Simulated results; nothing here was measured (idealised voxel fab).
Name of the process module below: voxel self aligned vias
The cross-section shown here is cut; it is 170 nm wide and divided into square cells measuring 5 nm on a side.
Bands, listed from the top down, are how a cross-section gets written in this document; the cross-section itself is a grid of square cells, and a band is one or more rows of them.
In this notation a band is specified by the heights of its top and bottom, in that order and in nm, after which its materials appear from left to right, each paired with its width in nm. The word "throughout" attached to a single material means that material fills the band from edge to edge; the word "blank" stands for empty space.
A quick word on heights: they are counted from 0, and under that level the wafer as it came to us is one material throughout. The lowest band is different from the rest in having no bottom; it simply continues downward, written as in "0 and below".
Top row gets the first number, bottom row gets the second, and each row in between changes by the same step: that is how a band width like "30 to 40" works.
For the purposes of this document, the phrase "identical to before" attached to a step denotes that no cell within the cross-section was modified by that step.
Sealed void inventory: empty space of 8 cells or more with no open way to the top, each as width x height at its distance from the left edge, in nm
On each step's line, the part that comes after the settings is the simulator's own comment on the step.
For masked steps, "overlay nm" on the step line gives how far right of plan the mask actually lay; a minus sign means it lay to the left.
These are the steps we planned for the process
- 1: op RECEIVE | material Si
- 2: op CONFORMAL_DEP | material SiO2 | thk nm 15
- 3: op CONFORMAL_DEP | material SiCN | thk nm 5
- 4: op DIRECTIONAL_DEP | material lowk | thk nm 20
- 5: op PATTERN | tone open | mask id LINES | material resist | width nm 20 | pitch nm 50 | thk nm 20 | overlay nm 0
- 6: op DIRECTIONAL_ETCH | etch materials lowk | depth nm 20
- 7: op STRIP | etch materials resist
- 8: op CONFORMAL_DEP | material TiN | thk nm 5
- 9: op FILL_DEP | material Ru | thk nm 5
- 10: op CMP | height nm 40
- 11: op SELECTIVE_ETCH | etch materials W Ru TiN | depth nm 5
- 12: op FILL_DEP | material SiN | thk nm 10
- 13: op CMP | height nm 40
- 14: op DIRECTIONAL_DEP | material lowk | thk nm 15
- 15: op MASKED_ETCH | tone open | mask id VIAS | width nm 30 | etch materials lowk | depth nm 15 | overlay nm 0
- 16: op MASKED_ETCH | tone open | mask id VIAS | width nm 30 | etch materials SiN | depth nm 5 | overlay nm 0
- 17: op CONFORMAL_DEP | material TiN | thk nm 5
- 18: op FILL_DEP | material Ru | thk nm 10
- 19: op CMP | height nm 55
- 20: op CONFORMAL_DEP | material SiN | thk nm 5
Of two wafers, the first: run according to plan
Wafer cross-section on receipt, i.e. after step 1
	0 and below: Si throughout
	Sealed void inventory: none
Once step 2 is through, the wafer looks like this in cross-section
	15 down to 0: SiO2 throughout
	Below a height of 0, the structure has not been altered.
Once step 3 is through, the wafer looks like this in cross-section
	20 down to 15: SiCN throughout
	Below a height of 15, the structure has not been altered.
Once step 4 is through, the wafer looks like this in cross-section
	40 down to 20: lowk throughout
	Below a height of 20, the structure has not been altered.
Once step 5 is through, the wafer looks like this in cross-section
	60 down to 40: resist 50  blank 20  resist 30  blank 20  resist 50
	Below a height of 40, the structure has not been altered.
Once step 6 is through, the wafer looks like this in cross-section
	60 down to 40: resist 50  blank 20  resist 30  blank 20  resist 50
	40 down to 20: lowk 50  blank 20  lowk 30  blank 20  lowk 50
	Below a height of 20, the structure has not been altered.
Once step 7 is through, the wafer looks like this in cross-section
	40 down to 20: lowk 50  blank 20  lowk 30  blank 20  lowk 50
	Below a height of 20, the structure has not been altered.
Once step 8 is through, the wafer looks like this in cross-section
	45 down to 40: TiN 55  blank 10  TiN 40  blank 10  TiN 55
	40 down to 25: lowk 50  TiN 5  blank 10  TiN 5  lowk 30  TiN 5  blank 10  TiN 5  lowk 50
	25 down to 20: lowk 50  TiN 20  lowk 30  TiN 20  lowk 50
	Below a height of 20, the structure has not been altered.
Once step 9 is through, the wafer looks like this in cross-section
	50 down to 45: Ru throughout
	45 down to 40: TiN 55  Ru 10  TiN 40  Ru 10  TiN 55
	40 down to 25: lowk 50  TiN 5  Ru 10  TiN 5  lowk 30  TiN 5  Ru 10  TiN 5  lowk 50
	Below a height of 25, the structure has not been altered.
Once step 10 is through, the wafer looks like this in cross-section
	40 down to 25: lowk 50  TiN 5  Ru 10  TiN 5  lowk 30  TiN 5  Ru 10  TiN 5  lowk 50
	Below a height of 25, the structure has not been altered.
Once step 11 is through, the wafer looks like this in cross-section
	40 down to 35: lowk 50  blank 20  lowk 30  blank 20  lowk 50
	Below a height of 35, the structure has not been altered.
Once step 12 is through, the wafer looks like this in cross-section
	50 down to 40: SiN throughout
	40 down to 35: lowk 50  SiN 20  lowk 30  SiN 20  lowk 50
	Below a height of 35, the structure has not been altered.
Once step 13 is through, the wafer looks like this in cross-section
	40 down to 35: lowk 50  SiN 20  lowk 30  SiN 20  lowk 50
	Below a height of 35, the structure has not been altered.
Once step 14 is through, the wafer looks like this in cross-section
	55 down to 40: lowk throughout
	Below a height of 40, the structure has not been altered.
Once step 15 is through, the wafer looks like this in cross-section
	55 down to 40: lowk 45  blank 30  lowk 95
	Below a height of 40, the structure has not been altered.
Once step 16 is through, the wafer looks like this in cross-section
	55 down to 40: lowk 45  blank 30  lowk 95
	40 down to 35: lowk 50  blank 20  lowk 30  SiN 20  lowk 50
	Below a height of 35, the structure has not been altered.
Once step 17 is through, the wafer looks like this in cross-section
	60 down to 55: TiN 50  blank 20  TiN 100
	55 down to 45: lowk 45  TiN 5  blank 20  TiN 5  lowk 95
	45 down to 40: lowk 45  TiN 10  blank 10  TiN 10  lowk 95
	40 down to 35: lowk 50  TiN 20  lowk 30  SiN 20  lowk 50
	Below a height of 35, the structure has not been altered.
Once step 18 is through, the wafer looks like this in cross-section
	70 down to 60: Ru throughout
	60 down to 55: TiN 50  Ru 20  TiN 100
	55 down to 45: lowk 45  TiN 5  Ru 20  TiN 5  lowk 95
	45 down to 40: lowk 45  TiN 10  Ru 10  TiN 10  lowk 95
	Below a height of 40, the structure has not been altered.
Once step 19 is through, the wafer looks like this in cross-section
	55 down to 45: lowk 45  TiN 5  Ru 20  TiN 5  lowk 95
	Below a height of 45, the structure has not been altered.
Once step 20 is through, the wafer looks like this in cross-section
	60 down to 55: SiN throughout
	Below a height of 55, the structure has not been altered.
Second wafer, same starting conditions and recipe as the first, one mistake in executing it, nothing differs from the first up to and including step 8
Cross-section of the second wafer at the time step 9 of the plan should have ended
	50 down to 45: SiO2 throughout
	45 down to 40: TiN 55  SiO2 10  TiN 40  SiO2 10  TiN 55
	40 down to 25: lowk 50  TiN 5  SiO2 10  TiN 5  lowk 30  TiN 5  SiO2 10  TiN 5  lowk 50
	Below a height of 25, the structure has not been altered.
Cross-section of the second wafer at the time step 10 of the plan should have ended
	40 down to 25: lowk 50  TiN 5  SiO2 10  TiN 5  lowk 30  TiN 5  SiO2 10  TiN 5  lowk 50
	Below a height of 25, the structure has not been altered.
Cross-section of the second wafer at the time step 11 of the plan should have ended
	40 down to 35: lowk 50  blank 5  SiO2 10  blank 5  lowk 30  blank 5  SiO2 10  blank 5  lowk 50
	Below a height of 35, the structure has not been altered.
Cross-section of the second wafer at the time step 12 of the plan should have ended
	50 down to 40: SiN throughout
	40 down to 35: lowk 50  SiN 5  SiO2 10  SiN 5  lowk 30  SiN 5  SiO2 10  SiN 5  lowk 50
	Below a height of 35, the structure has not been altered.
Cross-section of the second wafer at the time step 13 of the plan should have ended
	40 down to 35: lowk 50  SiN 5  SiO2 10  SiN 5  lowk 30  SiN 5  SiO2 10  SiN 5  lowk 50
	Below a height of 35, the structure has not been altered.
Cross-section of the second wafer at the time step 14 of the plan should have ended
	55 down to 40: lowk throughout
	Below a height of 40, the structure has not been altered.
Cross-section of the second wafer at the time step 15 of the plan should have ended
	55 down to 40: lowk 45  blank 30  lowk 95
	Below a height of 40, the structure has not been altered.
Cross-section of the second wafer at the time step 16 of the plan should have ended
	55 down to 40: lowk 45  blank 30  lowk 95
	40 down to 35: lowk 50  blank 5  SiO2 10  blank 5  lowk 30  SiN 5  SiO2 10  SiN 5  lowk 50
	Below a height of 35, the structure has not been altered.
Cross-section of the second wafer at the time step 17 of the plan should have ended
	60 down to 55: TiN 50  blank 20  TiN 100
	55 down to 45: lowk 45  TiN 5  blank 20  TiN 5  lowk 95
	45 down to 40: lowk 45  TiN 30  lowk 95
	40 down to 35: lowk 50  TiN 5  SiO2 10  TiN 5  lowk 30  SiN 5  SiO2 10  SiN 5  lowk 50
	Below a height of 35, the structure has not been altered.
Cross-section of the second wafer at the time step 18 of the plan should have ended
	70 down to 60: Ru throughout
	60 down to 55: TiN 50  Ru 20  TiN 100
	55 down to 45: lowk 45  TiN 5  Ru 20  TiN 5  lowk 95
	Below a height of 45, the structure has not been altered.
Cross-section of the second wafer at the time step 19 of the plan should have ended
	55 down to 45: lowk 45  TiN 5  Ru 20  TiN 5  lowk 95
	Below a height of 45, the structure has not been altered.
Cross-section of the second wafer at the time step 20 of the plan should have ended
	60 down to 55: SiN throughout
	Below a height of 55, the structure has not been altered.
It is concluded that the wafer was processed incorrectly with respect to the plan, in that off-plan run, step 9, actual operation and settings op FILL_DEP | material SiO2 | thk nm 5
It is noted that, at the conclusion of processing, the second wafer exhibits a higher or lower cell count for certain materials relative to the first: -10 Ru, -2 SiN, +12 SiO2
